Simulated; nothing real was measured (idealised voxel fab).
The process module presented herein is designated voxel spacer lines.
For reference, the cross-section in this document is cut, with width 270 nm and square cells of 5 nm.
Think of the cross-section as a grid of square cells. We describe it in bands, top to bottom, and each band covers one or more rows of those cells.
Basically the band line says how high the top is and how high the bottom is, in nm, and then what's in it from left to right, every material with its width in nm. Empty space shows up as "blank", and if a single material carries "throughout" it runs the full band edge to edge.
Heights are reckoned from 0. Under this level, the received wafer is all of one material. The bottommost band is open-ended downward, for example "0 -> down".
Graded width ("30->40"): value in top row of band = first number; value in bottom row = second number; row-to-row change constant.
Step note "nothing different" = no cross-section cell changed.
What "Closed void list" gives you is every empty space of 8 cells or more that is cut off from the top. Each appears as width x height at distance, with the distance taken from the left edge and width, height and distance all in nm.
Heads up: the bit after the settings on a step's line is the simulator's remark on that step.
The "overlay nm" setting may appear on a step's line; for a step that uses a mask, it gives how far to the right of its planned position the mask lay, and a negative value indicates the left.
Steps planned for the process:
- 1: RECEIVE,material Si
- 2: CONFORMAL_DEP,material SiO2,thk nm 5
- 3: DIRECTIONAL_DEP,material TiN,thk nm 10
- 4: DIRECTIONAL_DEP,material aC,thk nm 30
- 5: PATTERN,tone cover,mask id MANDREL,material resist,width nm 15,pitch nm 60,thk nm 40,overlay nm 0
- 6: DIRECTIONAL_ETCH,etch materials aC,depth nm 30
- 7: STRIP,etch materials resist
- 8: CONFORMAL_DEP,material SiN,thk nm 15
- 9: DIRECTIONAL_ETCH,etch materials SiN,depth nm 15
- 10: STRIP,etch materials aC
- 11: DIRECTIONAL_ETCH,etch materials TiN,depth nm 10
- 12: STRIP,etch materials SiN
- 13: FILL_DEP,material SiO2,thk nm 10
- 14: CMP,height nm 15
Cross-section, incoming material, after step 1:
* 0 -> down  Si throughout
* Closed void list: none
Cross-sectional view of the first of the two wafers upon completion of the module, processed in accordance with the plan:
* 15 -> 5  50 of SiO2 / 15 of TiN / 15 of SiO2 / 15 of TiN / 15 of SiO2 / 15 of TiN / 15 of SiO2 / 15 of TiN / 15 of SiO2 / 15 of TiN / 15 of SiO2 / 15 of TiN / 55 of SiO2
* 5 -> 0  SiO2 throughout
* 0 -> down  Si throughout
* Closed void list: none
Cross-sectional image of the second wafer of the two following completion of the module. Starting state and process plan were the same as for the first wafer; one execution error occurred:
* 15 -> 5  60 of SiO2 / 15 of TiN / 15 of SiO2 / 15 of TiN / 15 of SiO2 / 15 of TiN / 15 of SiO2 / 15 of TiN / 15 of SiO2 / 15 of TiN / 15 of SiO2 / 15 of TiN / 45 of SiO2
* 5 -> 0  SiO2 throughout
* 0 -> down  Si throughout
* Closed void list: none
What was done differently from what was planned? step 5, actual vs plan mismatch, actual run PATTERN,tone cover,mask id MANDREL,material resist,width nm 15,pitch nm 60,thk nm 40,overlay nm 10
When the process is done, the second wafer contains the same cell count of every material as the first wafer, but distributed over other locations.
